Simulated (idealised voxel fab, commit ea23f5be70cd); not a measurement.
process module | voxel wiring stack
cross-section cut | 215 nm wide | cells 5 nm
A cross-section is a grid of square cells, given in bands from the top down. A band is one or more rows of cells.
Each band's line starts with the height of the band's top and of its bottom, in nm. Then come its materials from left to right, each with its width in nm. One material with "throughout" fills the band from edge to edge. "air" is empty space.
Height 0 is the level under which the wafer as received is all one material. The lowest band goes on downwards, as in "0 down".
A width such as "30 to 40" changes by the same amount from each row of cells to the next, from the band's top row to its bottom row.
"no change" after a step means that no cell of the cross-section changed.
closed voids: empty space of 8 cells or more with no open way to the top, each as width x height at its distance from the left edge, in nm
after a step's settings: what the simulator itself notes on the step
overlay nm, on a step with a mask: how far to the right of its planned place the mask lay; to the left if negative
plan
1 op RECEIVE | material Si
2 op CONFORMAL_DEP | material SiO2 | thk nm 10
3 op CONFORMAL_DEP | material SiN | thk nm 5
4 op DIRECTIONAL_DEP | material SiO2 | thk nm 20
5 op PATTERN | tone open | mask id METAL_1 | material resist | width nm 30 | pitch nm 50 | thk nm 15 | overlay nm 0
6 op DIRECTIONAL_ETCH | etch materials SiO2 | depth nm 20
7 op DIRECTIONAL_ETCH | etch materials SiN | depth nm 5
8 op STRIP | etch materials resist
9 op CONFORMAL_DEP | material TiN | thk nm 5
10 op FILL_DEP | material W | thk nm 5
11 op CMP | height nm 35
12 op CONFORMAL_DEP | material SiCN | thk nm 5
13 op DIRECTIONAL_DEP | material SiO2 | thk nm 10
14 op DIRECTIONAL_DEP | material aC | thk nm 15
15 op PATTERN | tone open | mask id PLUG_1 | material resist | width nm 15 | pitch nm 100 | thk nm 35 | overlay nm 0
16 op DIRECTIONAL_ETCH | etch materials aC | depth nm 15
17 op STRIP | etch materials resist
18 op DIRECTIONAL_ETCH | etch materials SiO2 | depth nm 10
19 op DIRECTIONAL_ETCH | etch materials SiCN | depth nm 5
20 op STRIP | etch materials aC
21 op EPI | material Ru | thk nm 10
22 op EPI | material Ru | thk nm 5
23 op DIRECTIONAL_DEP | material TiN | thk nm 5
24 op DIRECTIONAL_DEP | material Ru | thk nm 25
25 op PATTERN | tone cover | mask id METAL_2 | material resist | width nm 30 | pitch nm 50 | thk nm 15 | overlay nm 0
26 op DIRECTIONAL_ETCH | etch materials Ru | depth nm 25
27 op DIRECTIONAL_ETCH | etch materials TiN | depth nm 5
28 op STRIP | etch materials resist
29 op CONFORMAL_DEP | material SiN | thk nm 5
30 op FILL_DEP | material SiO2 | thk nm 5
31 op CMP | height nm 80
32 op CONFORMAL_DEP | material SiCN | thk nm 5
33 op DIRECTIONAL_DEP | material lowk | thk nm 25
34 op DIRECTIONAL_DEP | material aC | thk nm 10
35 op PATTERN | tone open | mask id METAL_3_HOLES | material resist | width nm 15 | pitch nm 50 | thk nm 30 | overlay nm 0
36 op DIRECTIONAL_ETCH | etch materials aC | depth nm 10
37 op STRIP | etch materials resist
38 op DIRECTIONAL_ETCH | etch materials lowk | depth nm 25
39 op STRIP | etch materials aC
40 op DIRECTIONAL_DEP | material aC | thk nm 15
41 op PATTERN | tone open | mask id METAL_3 | material resist | width nm 30 | pitch nm 50 | thk nm 35 | overlay nm 0
42 op DIRECTIONAL_ETCH | etch materials aC | depth nm 15
43 op STRIP | etch materials resist
44 op DIRECTIONAL_ETCH | etch materials lowk | depth nm 15
45 op DIRECTIONAL_ETCH | etch materials SiCN | depth nm 5
46 op STRIP | etch materials aC
47 op CONFORMAL_DEP | material TiN | thk nm 5
48 op FILL_DEP | material Cu | thk nm 10
49 op CMP | height nm 110
50 op CONFORMAL_DEP | material SiCN | thk nm 5
51 op DIRECTIONAL_DEP | material lowk | thk nm 15
52 op PATTERN | tone open | mask id PLUG_3 | material resist | width nm 15 | pitch nm 50 | thk nm 20 | overlay nm 0
53 op DIRECTIONAL_ETCH | etch materials lowk | depth nm 15
54 op DIRECTIONAL_ETCH | etch materials SiCN | depth nm 5
55 op STRIP | etch materials resist
56 op CONFORMAL_DEP | material TiN | thk nm 5
57 op FILL_DEP | material Ru | thk nm 5
58 op CMP | height nm 130
59 op CONFORMAL_DEP | material SiCN | thk nm 5
60 op DIRECTIONAL_DEP | material SiO2 | thk nm 25
61 op MASKED_ETCH | tone open | mask id METAL_4 | width nm 30 | pitch nm 50 | etch materials SiO2 | depth nm 25 | overlay nm 0
62 op MASKED_ETCH | tone open | mask id METAL_4 | width nm 30 | pitch nm 50 | etch materials SiCN | depth nm 5 | overlay nm 0
63 op CONFORMAL_DEP | material TiN | thk nm 5
64 op FILL_DEP | material Cu | thk nm 10
65 op CMP | height nm 160
66 op EPI | material Ru | thk nm 5
67 op FILL_DEP | material SiCN | thk nm 5
as received, after step 1
  0 down: Si throughout
  closed voids: none
first wafer at the end, as planned
  170 to 165: SiCN throughout
  165 to 160: SiCN 35 | Ru 40 | SiCN 10 | Ru 40 | SiCN 10 | Ru 40 | SiCN 40
  160 to 135: SiO2 40 | TiN 5 | Cu 20 | TiN 5 | SiO2 20 | TiN 5 | Cu 20 | TiN 5 | SiO2 20 | TiN 5 | Cu 20 | TiN 5 | SiO2 45
  135 to 130: SiCN 40 | TiN 30 | SiCN 20 | TiN 30 | SiCN 20 | TiN 30 | SiCN 45
  130 to 115: lowk 40 | TiN 5 | Ru 5 | TiN 5 | lowk 35 | TiN 5 | Ru 5 | TiN 5 | lowk 35 | TiN 5 | Ru 5 | TiN 5 | lowk 60
  115 to 110: SiCN 40 | TiN 15 | SiCN 35 | TiN 15 | SiCN 35 | TiN 15 | SiCN 60
  110 to 100: lowk 40 | TiN 5 | Cu 20 | TiN 5 | lowk 20 | TiN 5 | Cu 20 | TiN 5 | lowk 20 | TiN 5 | Cu 20 | TiN 5 | lowk 45
  100 to 95: lowk 40 | TiN 5 | Cu 5 | TiN 20 | lowk 20 | TiN 5 | Cu 5 | TiN 20 | lowk 20 | TiN 5 | Cu 5 | TiN 20 | lowk 45
  95 to 85: lowk 40 | TiN 5 | Cu 5 | TiN 5 | lowk 35 | TiN 5 | Cu 5 | TiN 5 | lowk 35 | TiN 5 | Cu 5 | TiN 5 | lowk 60
  85 to 80: SiCN 40 | TiN 15 | SiCN 35 | TiN 15 | SiCN 35 | TiN 15 | SiCN 60
  80 to 55: SiO2 35 | SiN 5 | Ru 30 | SiN 5 | SiO2 10 | SiN 5 | Ru 30 | SiN 5 | SiO2 10 | SiN 5 | Ru 30 | SiN 5 | SiO2 40
  55 to 50: SiN 40 | TiN 30 | SiN 20 | TiN 30 | SiN 20 | TiN 30 | SiN 45
  50 to 40: SiO2 40 | Ru 15 | SiO2 85 | Ru 15 | SiO2 60
  40 to 35: SiCN 40 | Ru 15 | SiCN 85 | Ru 15 | SiCN 60
  35 to 15: SiO2 40 | TiN 5 | W 20 | TiN 5 | SiO2 20 | TiN 5 | W 20 | TiN 5 | SiO2 20 | TiN 5 | W 20 | TiN 5 | SiO2 45
  15 to 10: SiN 40 | TiN 30 | SiN 20 | TiN 30 | SiN 20 | TiN 30 | SiN 45
  10 to 0: SiO2 throughout
  0 down: Si throughout
  closed voids: none
second wafer at the end: like start, like plan, one mistake
  170 to 165: SiCN throughout
  165 to 160: SiCN 35 | Ru 40 | SiCN 10 | Ru 40 | SiCN 10 | Ru 40 | SiCN 40
  160 to 135: SiO2 40 | TiN 5 | Cu 20 | TiN 5 | SiO2 20 | TiN 5 | Cu 20 | TiN 5 | SiO2 20 | TiN 5 | Cu 20 | TiN 5 | SiO2 45
  135 to 130: SiCN 40 | TiN 30 | SiCN 20 | TiN 30 | SiCN 20 | TiN 30 | SiCN 45
  130 to 115: lowk 40 | TiN 5 | Ru 5 | TiN 5 | lowk 35 | TiN 5 | Ru 5 | TiN 5 | lowk 35 | TiN 5 | Ru 5 | TiN 5 | lowk 60
  115 to 110: SiCN 40 | TiN 15 | SiCN 35 | TiN 15 | SiCN 35 | TiN 15 | SiCN 60
  110 to 100: lowk 40 | TiN 5 | Cu 20 | TiN 5 | lowk 20 | TiN 5 | Cu 20 | TiN 5 | lowk 20 | TiN 5 | Cu 20 | TiN 5 | lowk 45
  100 to 95: lowk 40 | TiN 5 | Cu 5 | TiN 20 | lowk 20 | TiN 5 | Cu 5 | TiN 20 | lowk 20 | TiN 5 | Cu 5 | TiN 20 | lowk 45
  95 to 85: lowk 40 | TiN 5 | Cu 5 | TiN 5 | lowk 35 | TiN 5 | Cu 5 | TiN 5 | lowk 35 | TiN 5 | Cu 5 | TiN 5 | lowk 60
  85 to 80: SiCN 40 | TiN 15 | SiCN 35 | TiN 15 | SiCN 35 | TiN 15 | SiCN 60
  80 to 55: SiO2 35 | Cu 5 | Ru 30 | Cu 5 | SiO2 10 | Cu 5 | Ru 30 | Cu 5 | SiO2 10 | Cu 5 | Ru 30 | Cu 5 | SiO2 40
  55 to 50: Cu 40 | TiN 30 | Cu 20 | TiN 30 | Cu 20 | TiN 30 | Cu 45
  50 to 40: SiO2 40 | Ru 15 | SiO2 85 | Ru 15 | SiO2 60
  40 to 35: SiCN 40 | Ru 15 | SiCN 85 | Ru 15 | SiCN 60
  35 to 15: SiO2 40 | TiN 5 | W 20 | TiN 5 | SiO2 20 | TiN 5 | W 20 | TiN 5 | SiO2 20 | TiN 5 | W 20 | TiN 5 | SiO2 45
  15 to 10: SiN 40 | TiN 30 | SiN 20 | TiN 30 | SiN 20 | TiN 30 | SiN 45
  10 to 0: SiO2 throughout
  0 down: Si throughout
  closed voids: none
what went wrong: step 29 ran as: op CONFORMAL_DEP | material Cu | thk nm 5
at the end the second wafer has, in cells: 55 more of Cu | 55 fewer of SiN
